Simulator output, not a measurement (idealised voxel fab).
Herein follows the process module entitled voxel gate over fins.
cross-section cut | 195 nm wide | cells 5 nm
Cross-section = grid of square cells, listed top down in bands; band = one or more rows. Basically the band line says how high the top is and how high the bottom is, in nm, and then what's in it from left to right, every material with its width in nm. Empty space shows up as "empty", and if a single material carries "full width" it runs the full band edge to edge. Below 0: as-received wafer, all one material; heights counted from there. Lowest band: no bottom, goes on down, written "z 0 and below". So if you see something like "30->40" for the width, read it as the top row of the band sitting at the first number and the bottom row at the second, with every row in between moving by the same amount as the last. You'll sometimes find "no change occurred" written for a step, and that's the way of saying that nowhere in the cross-section did a cell change during that step. The list in "Closed void table" covers empty spaces of 8 cells or more that cannot reach the top through any open way, and it gives each as width x height at distance; the distance is from the left edge, and width, height and distance are in nm. Past the settings on a step's line: simulator remark, on that step. You can add "overlay nm" to a step's line. For a step with a mask, it describes how far the mask lay to the right of its planned position, and a negative number describes a lay to the left.
### Steps planned for the process
1. RECEIVE with material Si
2. CONFORMAL_DEP with material SiN, thk nm 10
3. PATTERN with tone cover, mask id FINS, material resist, width nm 15, pitch nm 40, thk nm 15, overlay nm 0
4. DIRECTIONAL_ETCH with etch materials SiN, depth nm 10
5. DIRECTIONAL_ETCH with etch materials Si, depth nm 30
6. STRIP with etch materials resist
7. OXIDIZE with depth nm 5
8. FILL_DEP with material SiO2, thk nm 5
9. CMP with height nm 10
10. SELECTIVE_ETCH with etch materials SiO2, depth nm 25
11. STRIP with etch materials SiN
12. CONFORMAL_DEP with material HfO2, thk nm 5
13. CONFORMAL_DEP with material TiN, thk nm 5
14. CONFORMAL_DEP with material TiAl, thk nm 5
15. CONFORMAL_DEP with material TiN, thk nm 5
16. FILL_DEP with material W, thk nm 15
17. CMP with height nm 30
18. CONFORMAL_DEP with material SiCN, thk nm 5
### The first of the two wafers, which ran as planned
### Cross-section of the wafer upon arrival, representing the state reached after step 1
  z 0 and below: Si full width
  Closed void table: none
### So this is the wafer cross-section right after step 2
  z 10 to 0: SiN full width
  All layers under 0 are left as they were.
### So this is the wafer cross-section right after step 3
  z 25 to 10: empty 70, then resist 15, then empty 25, then resist 15, then empty 70
  All layers under 10 are left as they were.
### So this is the wafer cross-section right after step 4
  z 25 to 10: empty 70, then resist 15, then empty 25, then resist 15, then empty 70
  z 10 to 0: empty 70, then SiN 15, then empty 25, then SiN 15, then empty 70
  All layers under 0 are left as they were.
### So this is the wafer cross-section right after step 5
  z 25 to 10: empty 70, then resist 15, then empty 25, then resist 15, then empty 70
  z 10 to 0: empty 70, then SiN 15, then empty 25, then SiN 15, then empty 70
  z 0 to -30: empty 70, then Si 15, then empty 25, then Si 15, then empty 70
  All layers under -30 are left as they were.
### So this is the wafer cross-section right after step 6
  z 10 to 0: empty 70, then SiN 15, then empty 25, then SiN 15, then empty 70
  All layers under 0 are left as they were.
### So this is the wafer cross-section right after step 7
  z 10 to 0: empty 70, then SiN 15, then empty 25, then SiN 15, then empty 70
  z 0 to -30: empty 70, then SiO2 5, then Si 5, then SiO2 5, then empty 25, then SiO2 5, then Si 5, then SiO2 5, then empty 70
  z -30 to -35: SiO2 75, then Si 5, then SiO2 35, then Si 5, then SiO2 75
  All layers under -35 are left as they were.
### So this is the wafer cross-section right after step 8
  z 15 to 10: SiO2 full width
  z 10 to 0: SiO2 70, then SiN 15, then SiO2 25, then SiN 15, then SiO2 70
  z 0 to -35: SiO2 75, then Si 5, then SiO2 35, then Si 5, then SiO2 75
  All layers under -35 are left as they were.
### So this is the wafer cross-section right after step 9
  z 10 to 0: SiO2 70, then SiN 15, then SiO2 25, then SiN 15, then SiO2 70
  All layers under 0 are left as they were.
### So this is the wafer cross-section right after step 10
  z 10 to 0: empty 70, then SiN 15, then empty 25, then SiN 15, then empty 70
  z 0 to -15: empty 75, then Si 5, then empty 35, then Si 5, then empty 75
  All layers under -15 are left as they were.
### So this is the wafer cross-section right after step 11
  z 0 to -15: empty 75, then Si 5, then empty 35, then Si 5, then empty 75
  All layers under -15 are left as they were.
### So this is the wafer cross-section right after step 12
  z 5 to 0: empty 70, then HfO2 15, then empty 25, then HfO2 15, then empty 70
  z 0 to -10: empty 70, then HfO2 5, then Si 5, then HfO2 5, then empty 25, then HfO2 5, then Si 5, then HfO2 5, then empty 70
  z -10 to -15: HfO2 75, then Si 5, then HfO2 35, then Si 5, then HfO2 75
  All layers under -15 are left as they were.
### So this is the wafer cross-section right after step 13
  z 10 to 5: empty 65, then TiN 25, then empty 15, then TiN 25, then empty 65
  z 5 to 0: empty 65, then TiN 5, then HfO2 15, then TiN 5, then empty 15, then TiN 5, then HfO2 15, then TiN 5, then empty 65
  z 0 to -5: empty 65, then TiN 5, then HfO2 5, then Si 5, then HfO2 5, then TiN 5, then empty 15, then TiN 5, then HfO2 5, then Si 5, then HfO2 5, then TiN 5, then empty 65
  z -5 to -10: TiN 70, then HfO2 5, then Si 5, then HfO2 5, then TiN 25, then HfO2 5, then Si 5, then HfO2 5, then TiN 70
  All layers under -10 are left as they were.
### So this is the wafer cross-section right after step 14
  z 15 to 10: empty 60, then TiAl 35, then empty 5, then TiAl 35, then empty 60
  z 10 to 5: empty 60, then TiAl 5, then TiN 25, then TiAl 5, then empty 5, then TiAl 5, then TiN 25, then TiAl 5, then empty 60
  z 5 to 0: empty 60, then TiAl 5, then TiN 5, then HfO2 15, then TiN 5, then TiAl 5, then empty 5, then TiAl 5, then TiN 5, then HfO2 15, then TiN 5, then TiAl 5, then empty 60
  z 0 to -5: TiAl 65, then TiN 5, then HfO2 5, then Si 5, then HfO2 5, then TiN 5, then TiAl 15, then TiN 5, then HfO2 5, then Si 5, then HfO2 5, then TiN 5, then TiAl 65
  All layers under -5 are left as they were.
### So this is the wafer cross-section right after step 15
  z 20 to 15: empty 55, then TiN 85, then empty 55
  z 15 to 10: empty 55, then TiN 5, then TiAl 35, then TiN 5, then TiAl 35, then TiN 5, then empty 55
  z 10 to 5: empty 55, then TiN 5, then TiAl 5, then TiN 25, then TiAl 5, then TiN 5, then TiAl 5, then TiN 25, then TiAl 5, then TiN 5, then empty 55
  z 5 to 0: TiN 60, then TiAl 5, then TiN 5, then HfO2 15, then TiN 5, then TiAl 5, then TiN 5, then TiAl 5, then TiN 5, then HfO2 15, then TiN 5, then TiAl 5, then TiN 60
  All layers under 0 are left as they were.
### So this is the wafer cross-section right after step 16
  z 35 to 20: W full width
  z 20 to 15: W 55, then TiN 85, then W 55
  z 15 to 10: W 55, then TiN 5, then TiAl 35, then TiN 5, then TiAl 35, then TiN 5, then W 55
  z 10 to 5: W 55, then TiN 5, then TiAl 5, then TiN 25, then TiAl 5, then TiN 5, then TiAl 5, then TiN 25, then TiAl 5, then TiN 5, then W 55
  All layers under 5 are left as they were.
### So this is the wafer cross-section right after step 17
  z 30 to 20: W full width
  All layers under 20 are left as they were.
### So this is the wafer cross-section right after step 18
  z 35 to 30: SiCN full width
  All layers under 30 are left as they were.
### Wafer two of the pair: same origin, same plan, one error during the run; identical to wafer one up to and including step 2
### Cross-section: second wafer, time at which step 3 was scheduled to end
  z 25 to 10: empty 65, then resist 15, then empty 25, then resist 15, then empty 75
  All layers under 10 are left as they were.
### Cross-section: second wafer, time at which step 4 was scheduled to end
  z 25 to 10: empty 65, then resist 15, then empty 25, then resist 15, then empty 75
  z 10 to 0: empty 65, then SiN 15, then empty 25, then SiN 15, then empty 75
  All layers under 0 are left as they were.
### Cross-section: second wafer, time at which step 5 was scheduled to end
  z 25 to 10: empty 65, then resist 15, then empty 25, then resist 15, then empty 75
  z 10 to 0: empty 65, then SiN 15, then empty 25, then SiN 15, then empty 75
  z 0 to -30: empty 65, then Si 15, then empty 25, then Si 15, then empty 75
  All layers under -30 are left as they were.
### Cross-section: second wafer, time at which step 6 was scheduled to end
  z 10 to 0: empty 65, then SiN 15, then empty 25, then SiN 15, then empty 75
  All layers under 0 are left as they were.
### Cross-section: second wafer, time at which step 7 was scheduled to end
  z 10 to 0: empty 65, then SiN 15, then empty 25, then SiN 15, then empty 75
  z 0 to -30: empty 65, then SiO2 5, then Si 5, then SiO2 5, then empty 25, then SiO2 5, then Si 5, then SiO2 5, then empty 75
  z -30 to -35: SiO2 70, then Si 5, then SiO2 35, then Si 5, then SiO2 80
  All layers under -35 are left as they were.
### Cross-section: second wafer, time at which step 8 was scheduled to end
  z 15 to 10: SiO2 full width
  z 10 to 0: SiO2 65, then SiN 15, then SiO2 25, then SiN 15, then SiO2 75
  z 0 to -35: SiO2 70, then Si 5, then SiO2 35, then Si 5, then SiO2 80
  All layers under -35 are left as they were.
### Cross-section: second wafer, time at which step 9 was scheduled to end
  z 10 to 0: SiO2 65, then SiN 15, then SiO2 25, then SiN 15, then SiO2 75
  All layers under 0 are left as they were.
### Cross-section: second wafer, time at which step 10 was scheduled to end
  z 10 to 0: empty 65, then SiN 15, then empty 25, then SiN 15, then empty 75
  z 0 to -15: empty 70, then Si 5, then empty 35, then Si 5, then empty 80
  All layers under -15 are left as they were.
### Cross-section: second wafer, time at which step 11 was scheduled to end
  z 0 to -15: empty 70, then Si 5, then empty 35, then Si 5, then empty 80
  All layers under -15 are left as they were.
### Cross-section: second wafer, time at which step 12 was scheduled to end
  z 5 to 0: empty 65, then HfO2 15, then empty 25, then HfO2 15, then empty 75
  z 0 to -10: empty 65, then HfO2 5, then Si 5, then HfO2 5, then empty 25, then HfO2 5, then Si 5, then HfO2 5, then empty 75
  z -10 to -15: HfO2 70, then Si 5, then HfO2 35, then Si 5, then HfO2 80
  All layers under -15 are left as they were.
### Cross-section: second wafer, time at which step 13 was scheduled to end
  z 10 to 5: empty 60, then TiN 25, then empty 15, then TiN 25, then empty 70
  z 5 to 0: empty 60, then TiN 5, then HfO2 15, then TiN 5, then empty 15, then TiN 5, then HfO2 15, then TiN 5, then empty 70
  z 0 to -5: empty 60, then TiN 5, then HfO2 5, then Si 5, then HfO2 5, then TiN 5, then empty 15, then TiN 5, then HfO2 5, then Si 5, then HfO2 5, then TiN 5, then empty 70
  z -5 to -10: TiN 65, then HfO2 5, then Si 5, then HfO2 5, then TiN 25, then HfO2 5, then Si 5, then HfO2 5, then TiN 75
  All layers under -10 are left as they were.
### Cross-section: second wafer, time at which step 14 was scheduled to end
  z 15 to 10: empty 55, then TiAl 35, then empty 5, then TiAl 35, then empty 65
  z 10 to 5: empty 55, then TiAl 5, then TiN 25, then TiAl 5, then empty 5, then TiAl 5, then TiN 25, then TiAl 5, then empty 65
  z 5 to 0: empty 55, then TiAl 5, then TiN 5, then HfO2 15, then TiN 5, then TiAl 5, then empty 5, then TiAl 5, then TiN 5, then HfO2 15, then TiN 5, then TiAl 5, then empty 65
  z 0 to -5: TiAl 60, then TiN 5, then HfO2 5, then Si 5, then HfO2 5, then TiN 5, then TiAl 15, then TiN 5, then HfO2 5, then Si 5, then HfO2 5, then TiN 5, then TiAl 70
  All layers under -5 are left as they were.
### Cross-section: second wafer, time at which step 15 was scheduled to end
  z 20 to 15: empty 50, then TiN 85, then empty 60
  z 15 to 10: empty 50, then TiN 5, then TiAl 35, then TiN 5, then TiAl 35, then TiN 5, then empty 60
  z 10 to 5: empty 50, then TiN 5, then TiAl 5, then TiN 25, then TiAl 5, then TiN 5, then TiAl 5, then TiN 25, then TiAl 5, then TiN 5, then empty 60
  z 5 to 0: TiN 55, then TiAl 5, then TiN 5, then HfO2 15, then TiN 5, then TiAl 5, then TiN 5, then TiAl 5, then TiN 5, then HfO2 15, then TiN 5, then TiAl 5, then TiN 65
  All layers under 0 are left as they were.
### Cross-section: second wafer, time at which step 16 was scheduled to end
  z 35 to 20: W full width
  z 20 to 15: W 50, then TiN 85, then W 60
  z 15 to 10: W 50, then TiN 5, then TiAl 35, then TiN 5, then TiAl 35, then TiN 5, then W 60
  z 10 to 5: W 50, then TiN 5, then TiAl 5, then TiN 25, then TiAl 5, then TiN 5, then TiAl 5, then TiN 25, then TiAl 5, then TiN 5, then W 60
  All layers under 5 are left as they were.
### Cross-section: second wafer, time at which step 17 was scheduled to end
  z 30 to 20: W full width
  All layers under 20 are left as they were.
### Cross-section: second wafer, time at which step 18 was scheduled to end
  z 35 to 30: SiCN full width
  All layers under 30 are left as they were.
Nonconformance to the process plan: so step 3 ended up running with a different setting than we planned, it ran as PATTERN with tone cover, mask id FINS, material resist, width nm 15, pitch nm 40, thk nm 15, overlay nm -5
Upon completion, the cell count for each material on the second wafer equals that on the first, whereas the spatial distribution of those cells differs.
